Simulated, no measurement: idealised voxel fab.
Documented hereafter: the process module known as voxel quadruple lines.
Pictured: cross-section cut, 165 nm wide, on a grid of 5 nm square cells.
A cross-section is written here as square cells arranged in a grid, and it is given in bands from the top down, each band taking up one or more rows of cells.
For a band, the entry starts with two heights in nm, that of the top and then that of the bottom, and carries on with the band's materials in order from left to right, each alongside its width in nm; the word "all across" beside a single material means it fills the band edge to edge, and "empty" means empty space.
Ref level 0: as-received wafer is one material below here. Bottom band extends down with no lower bound ("from 0 down").
The notation "30->40" denotes a width that varies across the rows of cells in the band, beginning at the first number in the top row, finishing at the second number in the bottom row, and changing by an identical amount from each row to the next.
A step reported as "no change occurred" is a step in which no cell of the cross-section changed.
Under "Closed cavities" you'll find the enclosed gaps, the ones with no way out to the top, that are 8 cells or bigger; each reads width x height at distance, with distance counted from the left edge, everything in nm.
Whatever follows a step's settings on its line is a remark the simulator itself makes about that step.
If you see "overlay nm" on a step's line and that step has a mask, it's telling you how far right of where it was planned the mask ended up; a negative number means it went left instead.

Listed below are the process steps as planned:
1) RECEIVE | material Si
2) CONFORMAL_DEP | material SiO2 | thk nm 10
3) DIRECTIONAL_DEP | material TiN | thk nm 15
4) DIRECTIONAL_DEP | material polySi | thk nm 15
5) DIRECTIONAL_DEP | material aC | thk nm 20
6) PATTERN | tone cover | mask id MANDREL | material resist | width nm 25 | thk nm 30 | overlay nm 0
7) DIRECTIONAL_ETCH | etch materials aC | depth nm 20
8) STRIP | etch materials resist
9) CONFORMAL_DEP | material SiO2 | thk nm 15
10) DIRECTIONAL_ETCH | etch materials SiO2 | depth nm 15
11) STRIP | etch materials aC
12) DIRECTIONAL_ETCH | etch materials polySi | depth nm 15
13) STRIP | etch materials SiO2
14) CONFORMAL_DEP | material SiCN | thk nm 5
15) DIRECTIONAL_ETCH | etch materials SiCN | depth nm 5
16) STRIP | etch materials polySi
17) DIRECTIONAL_ETCH | etch materials TiN | depth nm 15
18) STRIP | etch materials SiCN

Wafer, first of two, run as planned:

The cross-section here shows the wafer as received, i.e. in its state after step 1:
  from 0 down = Si all across
  Closed cavities: none

Take a look at the wafer's cross-section after step 2:
  from 10 to 0 = SiO2 all across
  Whatever lies below 0 is exactly as it was before.

Take a look at the wafer's cross-section after step 3:
  from 25 to 10 = TiN all across
  Whatever lies below 10 is exactly as it was before.

Take a look at the wafer's cross-section after step 4:
  from 40 to 25 = polySi all across
  Whatever lies below 25 is exactly as it was before.

Take a look at the wafer's cross-section after step 5:
  from 60 to 40 = aC all across
  Whatever lies below 40 is exactly as it was before.

Take a look at the wafer's cross-section after step 6:
  from 90 to 60 = empty 70 nm | resist 25 nm | empty 70 nm
  Whatever lies below 60 is exactly as it was before.

Take a look at the wafer's cross-section after step 7:
  from 70 to 60 = empty 70 nm | resist 25 nm | empty 70 nm
  from 60 to 40 = empty 70 nm | aC 25 nm | empty 70 nm
  Whatever lies below 40 is exactly as it was before.

Take a look at the wafer's cross-section after step 8:
  from 60 to 40 = empty 70 nm | aC 25 nm | empty 70 nm
  Whatever lies below 40 is exactly as it was before.

Take a look at the wafer's cross-section after step 9:
  from 75 to 60 = empty 55 nm | SiO2 55 nm | empty 55 nm
  from 60 to 55 = empty 55 nm | SiO2 15 nm | aC 25 nm | SiO2 15 nm | empty 55 nm
  from 55 to 40 = SiO2 70 nm | aC 25 nm | SiO2 70 nm
  Whatever lies below 40 is exactly as it was before.

Take a look at the wafer's cross-section after step 10:
  from 60 to 40 = empty 55 nm | SiO2 15 nm | aC 25 nm | SiO2 15 nm | empty 55 nm
  Whatever lies below 40 is exactly as it was before.

Take a look at the wafer's cross-section after step 11:
  from 60 to 40 = empty 55 nm | SiO2 15 nm | empty 25 nm | SiO2 15 nm | empty 55 nm
  Whatever lies below 40 is exactly as it was before.

Take a look at the wafer's cross-section after step 12:
  from 60 to 40 = empty 55 nm | SiO2 15 nm | empty 25 nm | SiO2 15 nm | empty 55 nm
  from 40 to 25 = empty 55 nm | polySi 15 nm | empty 25 nm | polySi 15 nm | empty 55 nm
  Whatever lies below 25 is exactly as it was before.

Take a look at the wafer's cross-section after step 13:
  from 40 to 25 = empty 55 nm | polySi 15 nm | empty 25 nm | polySi 15 nm | empty 55 nm
  Whatever lies below 25 is exactly as it was before.

Take a look at the wafer's cross-section after step 14:
  from 45 to 40 = empty 50 nm | SiCN 25 nm | empty 15 nm | SiCN 25 nm | empty 50 nm
  from 40 to 30 = empty 50 nm | SiCN 5 nm | polySi 15 nm | SiCN 5 nm | empty 15 nm | SiCN 5 nm | polySi 15 nm | SiCN 5 nm | empty 50 nm
  from 30 to 25 = SiCN 55 nm | polySi 15 nm | SiCN 25 nm | polySi 15 nm | SiCN 55 nm
  Whatever lies below 25 is exactly as it was before.

Take a look at the wafer's cross-section after step 15:
  from 40 to 25 = empty 50 nm | SiCN 5 nm | polySi 15 nm | SiCN 5 nm | empty 15 nm | SiCN 5 nm | polySi 15 nm | SiCN 5 nm | empty 50 nm
  Whatever lies below 25 is exactly as it was before.

Take a look at the wafer's cross-section after step 16:
  from 40 to 25 = empty 50 nm | SiCN 5 nm | empty 15 nm | SiCN 5 nm | empty 15 nm | SiCN 5 nm | empty 15 nm | SiCN 5 nm | empty 50 nm
  Whatever lies below 25 is exactly as it was before.

Take a look at the wafer's cross-section after step 17:
  from 40 to 25 = empty 50 nm | SiCN 5 nm | empty 15 nm | SiCN 5 nm | empty 15 nm | SiCN 5 nm | empty 15 nm | SiCN 5 nm | empty 50 nm
  from 25 to 10 = empty 50 nm | TiN 5 nm | empty 15 nm | TiN 5 nm | empty 15 nm | TiN 5 nm | empty 15 nm | TiN 5 nm | empty 50 nm
  Whatever lies below 10 is exactly as it was before.

Take a look at the wafer's cross-section after step 18:
  from 25 to 10 = empty 50 nm | TiN 5 nm | empty 15 nm | TiN 5 nm | empty 15 nm | TiN 5 nm | empty 15 nm | TiN 5 nm | empty 50 nm
  Whatever lies below 10 is exactly as it was before.

Wafer two of two - same starting point, same process plan, one mistake in execution; matches wafer one up to and including step 2:

X-section, second wafer, when step 3 was due to finish:
  from 25 to 10 = polySi all across
  Whatever lies below 10 is exactly as it was before.

X-section, second wafer, when step 4 was due to finish:
  from 40 to 25 = TiN all across
  Whatever lies below 25 is exactly as it was before.

X-section, second wafer, when step 5 was due to finish:
  from 60 to 40 = aC all across
  Whatever lies below 40 is exactly as it was before.

X-section, second wafer, when step 6 was due to finish:
  from 90 to 60 = empty 70 nm | resist 25 nm | empty 70 nm
  Whatever lies below 60 is exactly as it was before.

X-section, second wafer, when step 7 was due to finish:
  from 70 to 60 = empty 70 nm | resist 25 nm | empty 70 nm
  from 60 to 40 = empty 70 nm | aC 25 nm | empty 70 nm
  Whatever lies below 40 is exactly as it was before.

X-section, second wafer, when step 8 was due to finish:
  from 60 to 40 = empty 70 nm | aC 25 nm | empty 70 nm
  Whatever lies below 40 is exactly as it was before.

X-section, second wafer, when step 9 was due to finish:
  from 75 to 60 = empty 55 nm | SiO2 55 nm | empty 55 nm
  from 60 to 55 = empty 55 nm | SiO2 15 nm | aC 25 nm | SiO2 15 nm | empty 55 nm
  from 55 to 40 = SiO2 70 nm | aC 25 nm | SiO2 70 nm
  Whatever lies below 40 is exactly as it was before.

X-section, second wafer, when step 10 was due to finish:
  from 60 to 40 = empty 55 nm | SiO2 15 nm | aC 25 nm | SiO2 15 nm | empty 55 nm
  Whatever lies below 40 is exactly as it was before.

X-section, second wafer, when step 11 was due to finish:
  from 60 to 40 = empty 55 nm | SiO2 15 nm | empty 25 nm | SiO2 15 nm | empty 55 nm
  Whatever lies below 40 is exactly as it was before.

X-section, second wafer, when step 12 was due to finish: no change occurred

X-section, second wafer, when step 13 was due to finish:
  from 40 to 25 = TiN all across
  Whatever lies below 25 is exactly as it was before.

X-section, second wafer, when step 14 was due to finish:
  from 45 to 40 = SiCN all across
  Whatever lies below 40 is exactly as it was before.

X-section, second wafer, when step 15 was due to finish:
  from 40 to 25 = TiN all across
  Whatever lies below 25 is exactly as it was before.

X-section, second wafer, when step 16 was due to finish: no change occurred

X-section, second wafer, when step 17 was due to finish:
  from 25 to 10 = polySi all across
  Whatever lies below 10 is exactly as it was before.

X-section, second wafer, when step 18 was due to finish: no change occurred
Heads up, the wafer didn't run the way we planned it: swap of plan steps 3 and 4 during execution
Wrapping up, a cell-based count of both wafers puts the second over or under the first for these materials: TiN: 12 fewer | polySi: 99 more
